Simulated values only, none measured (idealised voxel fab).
Process module under the name voxel transistor to metal
Xsec cut, 205 nm wide, square cell size 5 nm.
Throughout this document, each cross-section is represented as a grid of square cells and is presented as a sequence of bands enumerated from the top downward, where a band comprises one or more rows of cells. Band: top and bottom heights (nm) first, top before bottom; then materials from left to right, widths in nm. "all across" marks a sole material filling the band edge to edge. "air" denotes empty space. Heights are measured from 0, the level below which the as-received wafer is all one material; the lowest band has no bottom and continues downward, written as in "top 0, no bottom". Read "30->40" as a graded width: first number on top, second number at the bottom, same change between each pair of neighbouring rows. No cell of the cross-section changed in a step that is given as "no alterations made". Look at "Unvented cavities" for the closed voids: empty spaces with no open path to the top, sized 8 cells or up. Each is width x height at distance, distance from the left edge, all nm. Read whatever lies past the settings on a step's line as the simulator's own remark about the step. overlay nm: how far to the right of its planned place the mask lay on this masked step (negative: to the left).

## plan
1. RECEIVE | material Si
2. OXIDIZE | depth nm 5
3. CONFORMAL_DEP | material SiN | thk nm 10
4. MASKED_ETCH | tone cover | mask id ACTIVE | width nm 95 | etch materials SiN | depth nm 10 | overlay nm 0
5. MASKED_ETCH | tone cover | mask id ACTIVE | width nm 95 | etch materials SiO2 | depth nm 5 | overlay nm 0
6. MASKED_ETCH | tone cover | mask id ACTIVE | width nm 95 | etch materials Si | depth nm 30 | overlay nm 0
7. OXIDIZE | depth nm 5
8. FILL_DEP | material SiO2 | thk nm 5
9. CMP | height nm 10
10. SELECTIVE_ETCH | etch materials SiO2 | depth nm 5
11. STRIP | etch materials SiN
12. SELECTIVE_ETCH | etch materials SiO2 | depth nm 5
13. OXIDIZE | depth nm 5
14. DIRECTIONAL_DEP | material polySi | thk nm 20
15. DIRECTIONAL_DEP | material SiCN | thk nm 10
16. MASKED_ETCH | tone cover | mask id GATE | width nm 25 | etch materials SiCN | depth nm 20 | overlay nm 0
17. MASKED_ETCH | tone cover | mask id GATE | width nm 25 | etch materials polySi | depth nm 30 | overlay nm 0
18. CONFORMAL_DEP | material SiO2 | thk nm 5
19. DIRECTIONAL_ETCH | etch materials SiO2 | depth nm 5
20. CONFORMAL_DEP | material SiN | thk nm 5
21. DIRECTIONAL_ETCH | etch materials SiN | depth nm 5
22. DIRECTIONAL_ETCH | etch materials SiO2 | depth nm 5
23. EPI | material pSi | thk nm 5
24. FILL_DEP | material SiO2 | thk nm 10
25. CMP | height nm 25
26. DIRECTIONAL_DEP | material SiO2 | thk nm 10
27. DIRECTIONAL_DEP | material aC | thk nm 15
28. PATTERN | tone open | mask id CONTACT | material resist | width nm 15 | pitch nm 70 | thk nm 35 | overlay nm 0
29. DIRECTIONAL_ETCH | etch materials aC | depth nm 15
30. STRIP | etch materials resist
31. DIRECTIONAL_ETCH | etch materials SiO2 | depth nm 40
32. STRIP | etch materials aC
33. CONFORMAL_DEP | material TiN | thk nm 5
34. FILL_DEP | material W | thk nm 10
35. CMP | height nm 35
36. CONFORMAL_DEP | material SiCN | thk nm 5
37. DIRECTIONAL_DEP | material lowk | thk nm 20
38. MASKED_ETCH | tone open | mask id METAL_1 | width nm 15 | pitch nm 70 | etch materials lowk | depth nm 20 | overlay nm 0
39. MASKED_ETCH | tone open | mask id METAL_1 | width nm 15 | pitch nm 70 | etch materials SiCN | depth nm 5 | overlay nm 0
40. CONFORMAL_DEP | material TiN | thk nm 5
41. FILL_DEP | material Cu | thk nm 10
42. CMP | height nm 60
43. CONFORMAL_DEP | material SiN | thk nm 5

## First wafer out of two, processed as planned

## Here's what the wafer looked like in cross-section when it arrived - that's after step 1
- top 0, no bottom  Si all across
- Unvented cavities: none

## Once step 2 is through, the wafer looks like this in cross-section
- top 0, bottom -5  SiO2 all across
- Lower than -5, everything is as it was.

## Once step 3 is through, the wafer looks like this in cross-section
- top 10, bottom 0  SiN all across
- Lower than 0, everything is as it was.

## Once step 4 is through, the wafer looks like this in cross-section
- top 10, bottom 0  air (55), then SiN (95), then air (55)
- Lower than 0, everything is as it was.

## Once step 5 is through, the wafer looks like this in cross-section
- top 10, bottom 0  air (55), then SiN (95), then air (55)
- top 0, bottom -5  air (55), then SiO2 (95), then air (55)
- Lower than -5, everything is as it was.

## Once step 6 is through, the wafer looks like this in cross-section
- top 10, bottom 0  air (55), then SiN (95), then air (55)
- top 0, bottom -5  air (55), then SiO2 (95), then air (55)
- top -5, bottom -35  air (55), then Si (95), then air (55)
- Lower than -35, everything is as it was.

## Once step 7 is through, the wafer looks like this in cross-section
- top 10, bottom 0  air (55), then SiN (95), then air (55)
- top 0, bottom -5  air (55), then SiO2 (95), then air (55)
- top -5, bottom -35  air (55), then SiO2 (5), then Si (85), then SiO2 (5), then air (55)
- top -35, bottom -40  SiO2 (60), then Si (85), then SiO2 (60)
- Lower than -40, everything is as it was.

## Once step 8 is through, the wafer looks like this in cross-section
- top 15, bottom 10  SiO2 all across
- top 10, bottom 0  SiO2 (55), then SiN (95), then SiO2 (55)
- top 0, bottom -5  SiO2 all across
- top -5, bottom -40  SiO2 (60), then Si (85), then SiO2 (60)
- Lower than -40, everything is as it was.

## Once step 9 is through, the wafer looks like this in cross-section
- top 10, bottom 0  SiO2 (55), then SiN (95), then SiO2 (55)
- Lower than 0, everything is as it was.

## Once step 10 is through, the wafer looks like this in cross-section
- top 10, bottom 5  air (55), then SiN (95), then air (55)
- Lower than 5, everything is as it was.

## Once step 11 is through, the wafer looks like this in cross-section
- top 5, bottom 0  SiO2 (55), then air (95), then SiO2 (55)
- Lower than 0, everything is as it was.

## Once step 12 is through, the wafer looks like this in cross-section
- top 0, bottom -5  SiO2 (50), then air (105), then SiO2 (50)
- Lower than -5, everything is as it was.

## Once step 13 is through, the wafer looks like this in cross-section
- top 0, bottom -5  SiO2 (50), then air (105), then SiO2 (50)
- top -5, bottom -10  SiO2 all across
- Lower than -10, everything is as it was.

## Once step 14 is through, the wafer looks like this in cross-section
- top 20, bottom 15  polySi (50), then air (105), then polySi (50)
- top 15, bottom 0  polySi all across
- top 0, bottom -5  SiO2 (50), then polySi (105), then SiO2 (50)
- Lower than -5, everything is as it was.

## Once step 15 is through, the wafer looks like this in cross-section
- top 30, bottom 25  SiCN (50), then air (105), then SiCN (50)
- top 25, bottom 20  SiCN all across
- top 20, bottom 15  polySi (50), then SiCN (105), then polySi (50)
- Lower than 15, everything is as it was.

## Once step 16 is through, the wafer looks like this in cross-section
- top 25, bottom 20  air (90), then SiCN (25), then air (90)
- top 20, bottom 15  polySi (50), then air (40), then SiCN (25), then air (40), then polySi (50)
- Lower than 15, everything is as it was.

## Once step 17 is through, the wafer looks like this in cross-section
- top 25, bottom 15  air (90), then SiCN (25), then air (90)
- top 15, bottom 0  air (90), then polySi (25), then air (90)
- top 0, bottom -5  SiO2 (50), then air (40), then polySi (25), then air (40), then SiO2 (50)
- Lower than -5, everything is as it was.

## Once step 18 is through, the wafer looks like this in cross-section
- top 30, bottom 25  air (85), then SiO2 (35), then air (85)
- top 25, bottom 15  air (85), then SiO2 (5), then SiCN (25), then SiO2 (5), then air (85)
- top 15, bottom 5  air (85), then SiO2 (5), then polySi (25), then SiO2 (5), then air (85)
- top 5, bottom 0  SiO2 (55), then air (30), then SiO2 (5), then polySi (25), then SiO2 (5), then air (30), then SiO2 (55)
- top 0, bottom -5  SiO2 (90), then polySi (25), then SiO2 (90)
- Lower than -5, everything is as it was.

## Once step 19 is through, the wafer looks like this in cross-section
- top 25, bottom 15  air (85), then SiO2 (5), then SiCN (25), then SiO2 (5), then air (85)
- top 15, bottom 0  air (85), then SiO2 (5), then polySi (25), then SiO2 (5), then air (85)
- top 0, bottom -5  SiO2 (55), then air (30), then SiO2 (5), then polySi (25), then SiO2 (5), then air (30), then SiO2 (55)
- Lower than -5, everything is as it was.

## Once step 20 is through, the wafer looks like this in cross-section
- top 30, bottom 25  air (80), then SiN (45), then air (80)
- top 25, bottom 15  air (80), then SiN (5), then SiO2 (5), then SiCN (25), then SiO2 (5), then SiN (5), then air (80)
- top 15, bottom 5  air (80), then SiN (5), then SiO2 (5), then polySi (25), then SiO2 (5), then SiN (5), then air (80)
- top 5, bottom 0  SiN (60), then air (20), then SiN (5), then SiO2 (5), then polySi (25), then SiO2 (5), then SiN (5), then air (20), then SiN (60)
- top 0, bottom -5  SiO2 (55), then SiN (30), then SiO2 (5), then polySi (25), then SiO2 (5), then SiN (30), then SiO2 (55)
- Lower than -5, everything is as it was.

## Once step 21 is through, the wafer looks like this in cross-section
- top 25, bottom 15  air (80), then SiN (5), then SiO2 (5), then SiCN (25), then SiO2 (5), then SiN (5), then air (80)
- top 15, bottom 0  air (80), then SiN (5), then SiO2 (5), then polySi (25), then SiO2 (5), then SiN (5), then air (80)
- top 0, bottom -5  SiO2 (55), then SiN (5), then air (20), then SiN (5), then SiO2 (5), then polySi (25), then SiO2 (5), then SiN (5), then air (20), then SiN (5), then SiO2 (55)
- Lower than -5, everything is as it was.

## Once step 22 is through, the wafer looks like this in cross-section
- top 25, bottom 20  air (80), then SiN (5), then air (5), then SiCN (25), then air (5), then SiN (5), then air (80)
- top 20, bottom 15  air (80), then SiN (5), then SiO2 (5), then SiCN (25), then SiO2 (5), then SiN (5), then air (80)
- top 15, bottom 0  air (80), then SiN (5), then SiO2 (5), then polySi (25), then SiO2 (5), then SiN (5), then air (80)
- top 0, bottom -5  air (55), then SiN (5), then air (20), then SiN (5), then SiO2 (5), then polySi (25), then SiO2 (5), then SiN (5), then air (20), then SiN (5), then air (55)
- top -5, bottom -10  SiO2 (60), then air (20), then SiO2 (45), then air (20), then SiO2 (60)
- Lower than -10, everything is as it was.

## Once step 23 is through, the wafer looks like this in cross-section
- top 25, bottom 20  air (80), then SiN (5), then air (5), then SiCN (25), then air (5), then SiN (5), then air (80)
- top 20, bottom 15  air (80), then SiN (5), then SiO2 (5), then SiCN (25), then SiO2 (5), then SiN (5), then air (80)
- top 15, bottom 0  air (80), then SiN (5), then SiO2 (5), then polySi (25), then SiO2 (5), then SiN (5), then air (80)
- top 0, bottom -5  air (55), then SiN (5), then air (20), then SiN (5), then SiO2 (5), then polySi (25), then SiO2 (5), then SiN (5), then air (20), then SiN (5), then air (55)
- top -5, bottom -10  SiO2 (60), then pSi (20), then SiO2 (45), then pSi (20), then SiO2 (60)
- Lower than -10, everything is as it was.

## Once step 24 is through, the wafer looks like this in cross-section
- top 35, bottom 25  SiO2 all across
- top 25, bottom 15  SiO2 (80), then SiN (5), then SiO2 (5), then SiCN (25), then SiO2 (5), then SiN (5), then SiO2 (80)
- top 15, bottom 0  SiO2 (80), then SiN (5), then SiO2 (5), then polySi (25), then SiO2 (5), then SiN (5), then SiO2 (80)
- top 0, bottom -5  SiO2 (55), then SiN (5), then SiO2 (20), then SiN (5), then SiO2 (5), then polySi (25), then SiO2 (5), then SiN (5), then SiO2 (20), then SiN (5), then SiO2 (55)
- Lower than -5, everything is as it was.

## Once step 25 is through, the wafer looks like this in cross-section
- top 25, bottom 15  SiO2 (80), then SiN (5), then SiO2 (5), then SiCN (25), then SiO2 (5), then SiN (5), then SiO2 (80)
- Lower than 15, everything is as it was.

## Once step 26 is through, the wafer looks like this in cross-section
- top 35, bottom 25  SiO2 all across
- Lower than 25, everything is as it was.

## Once step 27 is through, the wafer looks like this in cross-section
- top 50, bottom 35  aC all across
- Lower than 35, everything is as it was.

## Once step 28 is through, the wafer looks like this in cross-section
- top 85, bottom 50  resist (60), then air (15), then resist (55), then air (15), then resist (60)
- Lower than 50, everything is as it was.

## Once step 29 is through, the wafer looks like this in cross-section
- top 70, bottom 50  resist (60), then air (15), then resist (55), then air (15), then resist (60)
- top 50, bottom 35  aC (60), then air (15), then aC (55), then air (15), then aC (60)
- Lower than 35, everything is as it was.

## Once step 30 is through, the wafer looks like this in cross-section
- top 50, bottom 35  aC (60), then air (15), then aC (55), then air (15), then aC (60)
- Lower than 35, everything is as it was.

## Once step 31 is through, the wafer looks like this in cross-section
- top 50, bottom 35  aC (60), then air (15), then aC (55), then air (15), then aC (60)
- top 35, bottom 25  SiO2 (60), then air (15), then SiO2 (55), then air (15), then SiO2 (60)
- top 25, bottom 15  SiO2 (60), then air (15), then SiO2 (5), then SiN (5), then SiO2 (5), then SiCN (25), then SiO2 (5), then SiN (5), then SiO2 (5), then air (15), then SiO2 (60)
- top 15, bottom 0  SiO2 (60), then air (15), then SiO2 (5), then SiN (5), then SiO2 (5), then polySi (25), then SiO2 (5), then SiN (5), then SiO2 (5), then air (15), then SiO2 (60)
- top 0, bottom -5  SiO2 (55), then SiN (5), then air (15), then SiO2 (5), then SiN (5), then SiO2 (5), then polySi (25), then SiO2 (5), then SiN (5), then SiO2 (5), then air (15), then SiN (5), then SiO2 (55)
- Lower than -5, everything is as it was.

## Once step 32 is through, the wafer looks like this in cross-section
- top 35, bottom 25  SiO2 (60), then air (15), then SiO2 (55), then air (15), then SiO2 (60)
- Lower than 25, everything is as it was.

## Once step 33 is through, the wafer looks like this in cross-section
- top 40, bottom 35  TiN (65), then air (5), then TiN (65), then air (5), then TiN (65)
- top 35, bottom 25  SiO2 (60), then TiN (5), then air (5), then TiN (5), then SiO2 (55), then TiN (5), then air (5), then TiN (5), then SiO2 (60)
- top 25, bottom 15  SiO2 (60), then TiN (5), then air (5), then TiN (5), then SiO2 (5), then SiN (5), then SiO2 (5), then SiCN (25), then SiO2 (5), then SiN (5), then SiO2 (5), then TiN (5), then air (5), then TiN (5), then SiO2 (60)
- top 15, bottom 0  SiO2 (60), then TiN (5), then air (5), then TiN (5), then SiO2 (5), then SiN (5), then SiO2 (5), then polySi (25), then SiO2 (5), then SiN (5), then SiO2 (5), then TiN (5), then air (5), then TiN (5), then SiO2 (60)
- top 0, bottom -5  SiO2 (55), then SiN (5), then TiN (15), then SiO2 (5), then SiN (5), then SiO2 (5), then polySi (25), then SiO2 (5), then SiN (5), then SiO2 (5), then TiN (15), then SiN (5), then SiO2 (55)
- Lower than -5, everything is as it was.

## Once step 34 is through, the wafer looks like this in cross-section
- top 50, bottom 40  W all across
- top 40, bottom 35  TiN (65), then W (5), then TiN (65), then W (5), then TiN (65)
- top 35, bottom 25  SiO2 (60), then TiN (5), then W (5), then TiN (5), then SiO2 (55), then TiN (5), then W (5), then TiN (5), then SiO2 (60)
- top 25, bottom 15  SiO2 (60), then TiN (5), then W (5), then TiN (5), then SiO2 (5), then SiN (5), then SiO2 (5), then SiCN (25), then SiO2 (5), then SiN (5), then SiO2 (5), then TiN (5), then W (5), then TiN (5), then SiO2 (60)
- top 15, bottom 0  SiO2 (60), then TiN (5), then W (5), then TiN (5), then SiO2 (5), then SiN (5), then SiO2 (5), then polySi (25), then SiO2 (5), then SiN (5), then SiO2 (5), then TiN (5), then W (5), then TiN (5), then SiO2 (60)
- Lower than 0, everything is as it was.

## Once step 35 is through, the wafer looks like this in cross-section
- top 35, bottom 25  SiO2 (60), then TiN (5), then W (5), then TiN (5), then SiO2 (55), then TiN (5), then W (5), then TiN (5), then SiO2 (60)
- Lower than 25, everything is as it was.

## Once step 36 is through, the wafer looks like this in cross-section
- top 40, bottom 35  SiCN all across
- Lower than 35, everything is as it was.

## Once step 37 is through, the wafer looks like this in cross-section
- top 60, bottom 40  lowk all across
- Lower than 40, everything is as it was.

## Once step 38 is through, the wafer looks like this in cross-section
- top 60, bottom 40  lowk (60), then air (15), then lowk (55), then air (15), then lowk (60)
- Lower than 40, everything is as it was.

## Once step 39 is through, the wafer looks like this in cross-section
- top 60, bottom 40  lowk (60), then air (15), then lowk (55), then air (15), then lowk (60)
- top 40, bottom 35  SiCN (60), then air (15), then SiCN (55), then air (15), then SiCN (60)
- Lower than 35, everything is as it was.

## Once step 40 is through, the wafer looks like this in cross-section
- top 65, bottom 60  TiN (65), then air (5), then TiN (65), then air (5), then TiN (65)
- top 60, bottom 40  lowk (60), then TiN (5), then air (5), then TiN (5), then lowk (55), then TiN (5), then air (5), then TiN (5), then lowk (60)
- top 40, bottom 35  SiCN (60), then TiN (15), then SiCN (55), then TiN (15), then SiCN (60)
- Lower than 35, everything is as it was.

## Once step 41 is through, the wafer looks like this in cross-section
- top 75, bottom 65  Cu all across
- top 65, bottom 60  TiN (65), then Cu (5), then TiN (65), then Cu (5), then TiN (65)
- top 60, bottom 40  lowk (60), then TiN (5), then Cu (5), then TiN (5), then lowk (55), then TiN (5), then Cu (5), then TiN (5), then lowk (60)
- Lower than 40, everything is as it was.

## Once step 42 is through, the wafer looks like this in cross-section
- top 60, bottom 40  lowk (60), then TiN (5), then Cu (5), then TiN (5), then lowk (55), then TiN (5), then Cu (5), then TiN (5), then lowk (60)
- Lower than 40, everything is as it was.

## Once step 43 is through, the wafer looks like this in cross-section
- top 65, bottom 60  SiN all across
- Lower than 60, everything is as it was.

## Second wafer: same start and same plan as the first, one execution error; identical to the first through step 19

Here is the second wafer in cross-section at the point where step 20 of the plan should have been done: no alterations made

Here is the second wafer in cross-section at the point where step 21 of the plan should have been done: no alterations made

## Here is the second wafer in cross-section at the point where step 22 of the plan should have been done
- top 25, bottom 20  air (90), then SiCN (25), then air (90)
- top 20, bottom 15  air (85), then SiO2 (5), then SiCN (25), then SiO2 (5), then air (85)
- top 15, bottom -5  air (85), then SiO2 (5), then polySi (25), then SiO2 (5), then air (85)
- top -5, bottom -10  SiO2 (55), then air (30), then SiO2 (35), then air (30), then SiO2 (55)
- Lower than -10, everything is as it was.

## Here is the second wafer in cross-section at the point where step 23 of the plan should have been done
- top 25, bottom 20  air (90), then SiCN (25), then air (90)
- top 20, bottom 15  air (85), then SiO2 (5), then SiCN (25), then SiO2 (5), then air (85)
- top 15, bottom -5  air (85), then SiO2 (5), then polySi (25), then SiO2 (5), then air (85)
- top -5, bottom -10  SiO2 (55), then pSi (30), then SiO2 (35), then pSi (30), then SiO2 (55)
- Lower than -10, everything is as it was.

## Here is the second wafer in cross-section at the point where step 24 of the plan should have been done
- top 35, bottom 25  SiO2 all across
- top 25, bottom 15  SiO2 (90), then SiCN (25), then SiO2 (90)
- top 15, bottom -5  SiO2 (90), then polySi (25), then SiO2 (90)
- Lower than -5, everything is as it was.

## Here is the second wafer in cross-section at the point where step 25 of the plan should have been done
- top 25, bottom 15  SiO2 (90), then SiCN (25), then SiO2 (90)
- Lower than 15, everything is as it was.

## Here is the second wafer in cross-section at the point where step 26 of the plan should have been done
- top 35, bottom 25  SiO2 all across
- Lower than 25, everything is as it was.

## Here is the second wafer in cross-section at the point where step 27 of the plan should have been done
- top 50, bottom 35  aC all across
- Lower than 35, everything is as it was.

## Here is the second wafer in cross-section at the point where step 28 of the plan should have been done
- top 85, bottom 50  resist (60), then air (15), then resist (55), then air (15), then resist (60)
- Lower than 50, everything is as it was.

## Here is the second wafer in cross-section at the point where step 29 of the plan should have been done
- top 70, bottom 50  resist (60), then air (15), then resist (55), then air (15), then resist (60)
- top 50, bottom 35  aC (60), then air (15), then aC (55), then air (15), then aC (60)
- Lower than 35, everything is as it was.

## Here is the second wafer in cross-section at the point where step 30 of the plan should have been done
- top 50, bottom 35  aC (60), then air (15), then aC (55), then air (15), then aC (60)
- Lower than 35, everything is as it was.

## Here is the second wafer in cross-section at the point where step 31 of the plan should have been done
- top 50, bottom 35  aC (60), then air (15), then aC (55), then air (15), then aC (60)
- top 35, bottom 25  SiO2 (60), then air (15), then SiO2 (55), then air (15), then SiO2 (60)
- top 25, bottom 15  SiO2 (60), then air (15), then SiO2 (15), then SiCN (25), then SiO2 (15), then air (15), then SiO2 (60)
- top 15, bottom -5  SiO2 (60), then air (15), then SiO2 (15), then polySi (25), then SiO2 (15), then air (15), then SiO2 (60)
- Lower than -5, everything is as it was.

## Here is the second wafer in cross-section at the point where step 32 of the plan should have been done
- top 35, bottom 25  SiO2 (60), then air (15), then SiO2 (55), then air (15), then SiO2 (60)
- Lower than 25, everything is as it was.

## Here is the second wafer in cross-section at the point where step 33 of the plan should have been done
- top 40, bottom 35  TiN (65), then air (5), then TiN (65), then air (5), then TiN (65)
- top 35, bottom 25  SiO2 (60), then TiN (5), then air (5), then TiN (5), then SiO2 (55), then TiN (5), then air (5), then TiN (5), then SiO2 (60)
- top 25, bottom 15  SiO2 (60), then TiN (5), then air (5), then TiN (5), then SiO2 (15), then SiCN (25), then SiO2 (15), then TiN (5), then air (5), then TiN (5), then SiO2 (60)
- top 15, bottom 0  SiO2 (60), then TiN (5), then air (5), then TiN (5), then SiO2 (15), then polySi (25), then SiO2 (15), then TiN (5), then air (5), then TiN (5), then SiO2 (60)
- top 0, bottom -5  SiO2 (60), then TiN (15), then SiO2 (15), then polySi (25), then SiO2 (15), then TiN (15), then SiO2 (60)
- Lower than -5, everything is as it was.

## Here is the second wafer in cross-section at the point where step 34 of the plan should have been done
- top 50, bottom 40  W all across
- top 40, bottom 35  TiN (65), then W (5), then TiN (65), then W (5), then TiN (65)
- top 35, bottom 25  SiO2 (60), then TiN (5), then W (5), then TiN (5), then SiO2 (55), then TiN (5), then W (5), then TiN (5), then SiO2 (60)
- top 25, bottom 15  SiO2 (60), then TiN (5), then W (5), then TiN (5), then SiO2 (15), then SiCN (25), then SiO2 (15), then TiN (5), then W (5), then TiN (5), then SiO2 (60)
- top 15, bottom 0  SiO2 (60), then TiN (5), then W (5), then TiN (5), then SiO2 (15), then polySi (25), then SiO2 (15), then TiN (5), then W (5), then TiN (5), then SiO2 (60)
- Lower than 0, everything is as it was.

## Here is the second wafer in cross-section at the point where step 35 of the plan should have been done
- top 35, bottom 25  SiO2 (60), then TiN (5), then W (5), then TiN (5), then SiO2 (55), then TiN (5), then W (5), then TiN (5), then SiO2 (60)
- Lower than 25, everything is as it was.

## Here is the second wafer in cross-section at the point where step 36 of the plan should have been done
- top 40, bottom 35  SiCN all across
- Lower than 35, everything is as it was.

## Here is the second wafer in cross-section at the point where step 37 of the plan should have been done
- top 60, bottom 40  lowk all across
- Lower than 40, everything is as it was.

## Here is the second wafer in cross-section at the point where step 38 of the plan should have been done
- top 60, bottom 40  lowk (60), then air (15), then lowk (55), then air (15), then lowk (60)
- Lower than 40, everything is as it was.

## Here is the second wafer in cross-section at the point where step 39 of the plan should have been done
- top 60, bottom 40  lowk (60), then air (15), then lowk (55), then air (15), then lowk (60)
- top 40, bottom 35  SiCN (60), then air (15), then SiCN (55), then air (15), then SiCN (60)
- Lower than 35, everything is as it was.

## Here is the second wafer in cross-section at the point where step 40 of the plan should have been done
- top 65, bottom 60  TiN (65), then air (5), then TiN (65), then air (5), then TiN (65)
- top 60, bottom 40  lowk (60), then TiN (5), then air (5), then TiN (5), then lowk (55), then TiN (5), then air (5), then TiN (5), then lowk (60)
- top 40, bottom 35  SiCN (60), then TiN (15), then SiCN (55), then TiN (15), then SiCN (60)
- Lower than 35, everything is as it was.

## Here is the second wafer in cross-section at the point where step 41 of the plan should have been done
- top 75, bottom 65  Cu all across
- top 65, bottom 60  TiN (65), then Cu (5), then TiN (65), then Cu (5), then TiN (65)
- top 60, bottom 40  lowk (60), then TiN (5), then Cu (5), then TiN (5), then lowk (55), then TiN (5), then Cu (5), then TiN (5), then lowk (60)
- Lower than 40, everything is as it was.

## Here is the second wafer in cross-section at the point where step 42 of the plan should have been done
- top 60, bottom 40  lowk (60), then TiN (5), then Cu (5), then TiN (5), then lowk (55), then TiN (5), then Cu (5), then TiN (5), then lowk (60)
- Lower than 40, everything is as it was.

## Here is the second wafer in cross-section at the point where step 43 of the plan should have been done
- top 65, bottom 60  SiN all across
- Lower than 60, everything is as it was.
What was the processing mistake? plan step 20 was not performed, having been skipped
Final comparison by cell count, materials where the second wafer has more or fewer than the first: SiN -14, SiO2 +10, pSi +4
